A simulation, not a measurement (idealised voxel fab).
Process module, titled voxel fin reveal
Square cell edge 5 nm, section width 295 nm, ID cut.
Notation: cross-section as square-cell grid; stated in bands, top first, going down; one or more cell rows per band.
Heights first: top, then bottom, in nm. Then materials, left to right, each with a width in nm. "edge to edge" on a single material: fills the band edge to edge. "blank": empty space.
We count height from 0. Below that, the starting wafer is all one material. The lowest band never ends at the bottom but goes on down; see "0 -> down" for how that is written.
Width spec "30..40" -> top row of cells at first value, bottom row at second value, equal per-row change in between.
Where the words "no modifications" appear for a step, the cross-section shows no cell changed by that step; every cell remained as before.
Listed in "Sealed internal cavities": every empty space of 8 or more cells without an open way to the top. Form: width x height at distance, the distance being from the left edge, all in nm.
Anything after a step's settings on that line? It's the simulator's own note about the step.
A step's line can hold "overlay nm"; with a mask on that step, the setting says how far right of the planned place the mask lay, while a negative setting says it lay to the left.
This section lists the process steps that were planned:
1. op RECEIVE | material Si
2. op CONFORMAL_DEP | material SiN | thk nm 10
3. op PATTERN | tone cover | mask id FINS | material resist | width nm 15 | pitch nm 40 | thk nm 20 | overlay nm 0
4. op DIRECTIONAL_ETCH | etch materials SiN | depth nm 10
5. op DIRECTIONAL_ETCH | etch materials Si | depth nm 30
6. op STRIP | etch materials resist
7. op FILL_DEP | material SiO2 | thk nm 5
8. op CMP | height nm 10
9. op SELECTIVE_ETCH | etch materials SiO2 | depth nm 25
10. op STRIP | etch materials SiN
11. op CONFORMAL_DEP | material SiO2 | thk nm 5
As-received wafer cross-section (after step 1):
  0 -> down = Si edge to edge
  Sealed internal cavities: none
Module complete, cross-section. Starting point and plan per above. One mistake made in running the module:
  5 -> 0 = 95 nm blank  25 nm SiO2  15 nm blank  25 nm SiO2  15 nm blank  25 nm SiO2  95 nm blank
  0 -> -10 = 95 nm blank  5 nm SiO2  15 nm Si  5 nm SiO2  15 nm blank  5 nm SiO2  15 nm Si  5 nm SiO2  15 nm blank  5 nm SiO2  15 nm Si  5 nm SiO2  95 nm blank
  -10 -> -40 = 100 nm SiO2  15 nm Si  25 nm SiO2  15 nm Si  25 nm SiO2  15 nm Si  100 nm SiO2
  -40 -> down = Si edge to edge
  Sealed internal cavities: none
What went wrong in running the wafer? step 5 was not run as planned; what actually ran was op DIRECTIONAL_ETCH | etch materials Si | depth nm 40
